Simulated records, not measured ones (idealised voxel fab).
Process module heading - voxel trench capacitor
Displayed cross-section: cut, width of 185 nm, square cells sized 5 nm.
When this document writes out a cross-section, it uses a grid of square cells and lists it as bands, beginning at the top and moving down, with a band standing for one or more rows of cells. Quick guide to a band line: top height, bottom height (nm) up front; then every material left to right with its width in nm. Only one material and it's marked "edge to edge"? Then it fills the band edge to edge. And "empty" just means empty space. Below 0: as-received wafer, all one material; heights counted from there. Lowest band: no bottom, goes on down, written "from 0 down". Graded width ("30->40"): value in top row of band = first number; value in bottom row = second number; row-to-row change constant. It should be understood that the words "all unchanged", when stated for a given step, signify that the cross-section underwent no change in any of its cells during that step. "Completely enclosed voids" specifies each empty space that is not open to the top and that occupies no fewer than 8 cells, using the form width x height at distance, the distance measured from the left edge and all three quantities in nm. The remark found on a step's line after its settings is issued by the simulator itself and pertains to that step. Each step line may optionally specify "overlay nm", which for a step with a mask gives the rightward distance between the mask's planned place and where it lay, a negative value indicating the leftward direction.
**Steps planned for the process**
1 RECEIVE, material Si
2 CONFORMAL_DEP, material SiN, thk nm 10
3 DIRECTIONAL_DEP, material aC, thk nm 15
4 PATTERN, tone open, mask id TRENCH, material resist, width nm 15, pitch nm 50, thk nm 30, overlay nm 0
5 DIRECTIONAL_ETCH, etch materials aC, depth nm 15
6 STRIP, etch materials resist
7 DIRECTIONAL_ETCH, etch materials SiN, depth nm 10
8 DIRECTIONAL_ETCH, etch materials Si, depth nm 35
9 STRIP, etch materials aC
10 CONFORMAL_DEP, material Al2O3, thk nm 5
11 CONFORMAL_DEP, material TiN, thk nm 5
12 FILL_DEP, material W, thk nm 10
13 CMP, height nm 10
Across this set of wafers, the varied parameter is the width nm of step 4. Starting conditions are identical for every wafer, and the plan reports the value assigned to the first wafer.
**First of several wafers, received after step 1, in cross-section**
> from 0 down  Si edge to edge
> Completely enclosed voids: none
**The rows of the table below are wafers. Looking at the end of the module, a row counts, for every material, the cells the wafer has gained, shown as (+), or lost, shown as (-), since it was received; its closed voids come next**
width nm 15 | +38 Al2O3 | -42 Si | +62 SiN | +16 TiN | Completely enclosed voids: none
width nm 20 | +40 Al2O3 | -56 Si | +58 SiN | +32 TiN | Completely enclosed voids: none
width nm 25 | +42 Al2O3 | -70 Si | +54 SiN | +34 TiN | +14 W | Completely enclosed voids: none
width nm 30 | +44 Al2O3 | -84 Si | +50 SiN | +36 TiN | +28 W | Completely enclosed voids: none
width nm 35 | +46 Al2O3 | -98 Si | +46 SiN | +38 TiN | +42 W | Completely enclosed voids: none
